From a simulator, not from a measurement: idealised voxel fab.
Herein follows the process module entitled voxel tone inversion.
The figure presents cross-section cut, which has a width of 165 nm and is divided into square cells with an edge length of 5 nm.
Reading order for cross-sections: top band down to bottom band. Underlying form: a grid of square cells. Band size: one or more rows of cells.
In this notation a band is specified by the heights of its top and bottom, in that order and in nm, after which its materials appear from left to right, each paired with its width in nm. The word "everywhere" attached to a single material means that material fills the band from edge to edge; the word "empty" stands for empty space.
Where do heights start? At 0: under that level the wafer as delivered is made of one material only. And the lowest band has no floor; it just carries on downward, as in "top 0, no bottom".
The notation "30..40" denotes a width that varies across the rows of cells in the band, beginning at the first number in the top row, finishing at the second number in the bottom row, and changing by an identical amount from each row to the next.
Any step labelled "nothing altered" changed none of the cells in the cross-section.
"Closed void register" lists enclosed empty spaces (at least 8 cells, no open path upward to the top), each as width x height at distance from the left edge, in nm.
Anything after a step's settings on that line? It's the simulator's own note about the step.
The line of a step may include "overlay nm". On a step with a mask, this value is how far to the right of its planned place the mask lay. A negative value means the mask lay to the left.
Planned step list for the process:
1: RECEIVE,material Si
2: CONFORMAL_DEP,material SiCN,thk nm 10
3: DIRECTIONAL_DEP,material polySi,thk nm 15
4: PATTERN,tone cover,mask id POSTS,material resist,width nm 15,pitch nm 30,thk nm 20,overlay nm 0
5: DIRECTIONAL_ETCH,etch materials polySi,depth nm 15
6: STRIP,etch materials resist
7: FILL_DEP,material SiO2,thk nm 5
8: CMP,height nm 25
9: STRIP,etch materials polySi
Here's what the wafer looked like in cross-section when it arrived - that's after step 1:
    top 0, no bottom | Si everywhere
    Closed void register: none
First of two wafers at the end of the module, shown in cross-section; run carried out as planned:
    top 25, bottom 10 | SiO2 30; empty 15; SiO2 15; empty 15; SiO2 15; empty 15; SiO2 15; empty 15; SiO2 30
    top 10, bottom 0 | SiCN everywhere
    top 0, no bottom | Si everywhere
    Closed void register: none
Cross-section, second wafer: same start as the first, same plan as the first, one mistake in running it; taken at the end of the module:
    top 25, bottom 0 | SiCN everywhere
    top 0, no bottom | Si everywhere
    Closed void register: none
What was done differently from what was planned? heads up, step 3 didn't go per plan, it actually ran as DIRECTIONAL_DEP,material SiCN,thk nm 15
At the finish, the second wafer shows more or fewer cells for some materials than the first does: +99 SiCN | -63 SiO2
